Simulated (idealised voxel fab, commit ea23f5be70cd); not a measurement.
Process module heading - voxel trench capacitor
This is section cut - it's 255 nm across, gridded in 5 nm square cells.
Each cross-section below is a grid of square cells, stated as bands in top-down order, with one or more rows of cells making up each band. It is stipulated that each band's entry specify, in nanometres, the height of the top of the band and then that of its bottom, followed by the materials of the band in left-to-right sequence, each together with its width in nanometres. A single material marked by the word "edge to edge" is understood to fill the band from edge to edge; the word "air" is understood to denote empty space. Heights from 0 (as-received wafer is one material below). Bottom band endless downward, as "from 0 down". So if you see something like "30 to 40" for the width, read it as the top row of the band sitting at the first number and the bottom row at the second, with every row in between moving by the same amount as the last. Take "all unchanged" at face value: in the step it is given for, the cross-section changed in none of its cells. "Internal closed voids" - sealed voids, min. 8 cells, no opening to top; format: width x height at distance (distance from left edge; nm throughout). On each step's line, the part that comes after the settings is the simulator's own comment on the step. Each step line may optionally specify "overlay nm", which for a step with a mask gives the rightward distance between the mask's planned place and where it lay, a negative value indicating the leftward direction.

# The process steps that were planned are listed below
1,RECEIVE, material Si
2,CONFORMAL_DEP, material SiN, thk nm 10
3,MASKED_ETCH, tone open, mask id TRENCH, width nm 25, pitch nm 50, etch materials SiN, depth nm 10, overlay nm 0
4,MASKED_ETCH, tone open, mask id TRENCH, width nm 25, pitch nm 50, etch materials Si, depth nm 40, overlay nm 0
5,CONFORMAL_DEP, material Al2O3, thk nm 5
6,CONFORMAL_DEP, material TiN, thk nm 5
7,FILL_DEP, material W, thk nm 5
8,CMP, height nm 10

# Shown in cross-section is the wafer as received, that is, as it stands after step 1
* from 0 down = Si edge to edge
* Internal closed voids: none

# The cross-section shown corresponds to the wafer at the conclusion of the module. The initial structure and the process plan are those presented above; however, one mistake occurred in executing the plan
* from 10 to 0 = Al2O3 edge to edge
* from 0 down = Si edge to edge
* Internal closed voids: none
The mistake made against the process plan was this: step 2 did not happen as planned, as run it was CONFORMAL_DEP, material Al2O3, thk nm 10
